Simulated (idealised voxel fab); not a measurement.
process module | voxel gate over fins
cross-section cut | 160 nm wide | cells 5 nm
A cross-section is a grid of square cells, given in bands from the top down. A band is one or more rows of cells.
Each band's line starts with the height of the band's top and of its bottom, in nm. Then come its materials from left to right, each with its width in nm. One material with "throughout" fills the band from edge to edge. "air" is empty space.
Height 0 is the level under which the wafer as received is all one material. The lowest band goes on downwards, as in "0 down".
A width such as "30 to 40" changes by the same amount from each row of cells to the next, from the band's top row to its bottom row.
"no change" after a step means that no cell of the cross-section changed.
closed voids: empty space of 8 cells or more with no open way to the top, each as width x height at its distance from the left edge, in nm
after a step's settings: what the simulator itself notes on the step
overlay nm, on a step with a mask: how far to the right of its planned place the mask lay; to the left if negative
plan
1 op RECEIVE | material Si
2 op CONFORMAL_DEP | material SiN | thk nm 5
3 op PATTERN | tone cover | mask id FINS | material resist | width nm 15 | pitch nm 50 | thk nm 15 | overlay nm 0
4 op DIRECTIONAL_ETCH | etch materials SiN | depth nm 5
5 op DIRECTIONAL_ETCH | etch materials Si | depth nm 40
6 op STRIP | etch materials resist
7 op FILL_DEP | material SiO2 | thk nm 15
8 op CMP | height nm 5
9 op DIRECTIONAL_DEP | material aC | thk nm 15
10 op PATTERN | tone open | mask id RAIL | material resist | width nm 15 | thk nm 30 | overlay nm 0
11 op DIRECTIONAL_ETCH | etch materials aC | depth nm 15
12 op STRIP | etch materials resist
13 op DIRECTIONAL_ETCH | etch materials SiO2 | depth nm 40
14 op STRIP | etch materials aC
15 op CONFORMAL_DEP | material TiN | thk nm 5
16 op FILL_DEP | material Ru | thk nm 5
17 op CMP | height nm 5
18 op SELECTIVE_ETCH | etch materials W Ru TiN | depth nm 25
19 op FILL_DEP | material SiO2 | thk nm 5
20 op CMP | height nm 5
21 op SELECTIVE_ETCH | etch materials SiO2 | depth nm 15
22 op STRIP | etch materials SiN
23 op CONFORMAL_DEP | material HfO2 | thk nm 5
24 op CONFORMAL_DEP | material TiN | thk nm 5
25 op CONFORMAL_DEP | material TiAl | thk nm 5
26 op CONFORMAL_DEP | material TiN | thk nm 5
27 op FILL_DEP | material W | thk nm 15
28 op CMP | height nm 30
29 op CONFORMAL_DEP | material SiCN | thk nm 10
as received, after step 1
  0 down: Si throughout
  closed voids: none
a wafer at the end: this start, this plan, one mistake
  40 to 30: SiCN throughout
  30 to 15: W throughout
  15 to 10: W 5 | TiN 45 | W 5 | TiN 45 | W 5 | TiN 45 | W 10
  10 to 5: W 5 | TiN 5 | TiAl 35 | TiN 5 | W 5 | TiN 5 | TiAl 35 | TiN 5 | W 5 | TiN 5 | TiAl 35 | TiN 5 | W 10
  5 to 0: TiN 10 | TiAl 5 | TiN 25 | TiAl 5 | TiN 15 | TiAl 5 | TiN 25 | TiAl 5 | TiN 15 | TiAl 5 | TiN 25 | TiAl 5 | TiN 15
  0 to -5: TiAl 15 | TiN 5 | Si 15 | TiN 5 | TiAl 25 | TiN 5 | Si 15 | TiN 5 | TiAl 25 | TiN 5 | Si 15 | TiN 5 | TiAl 20
  -5 to -10: TiN 20 | Si 15 | TiN 35 | Si 15 | TiN 35 | Si 15 | TiN 25
  -10 to -20: SiO2 20 | Si 15 | SiO2 35 | Si 15 | SiO2 35 | Si 15 | SiO2 25
  -20 to -30: SiO2 20 | Si 15 | SiO2 10 | TiN 5 | Ru 5 | TiN 5 | SiO2 10 | Si 15 | SiO2 35 | Si 15 | SiO2 25
  -30 to -35: SiO2 20 | Si 15 | SiO2 10 | TiN 15 | SiO2 10 | Si 15 | SiO2 35 | Si 15 | SiO2 25
  -35 to -40: SiO2 20 | Si 15 | SiO2 35 | Si 15 | SiO2 35 | Si 15 | SiO2 25
  -40 down: Si throughout
  closed voids: none
what went wrong: step 23 was left out
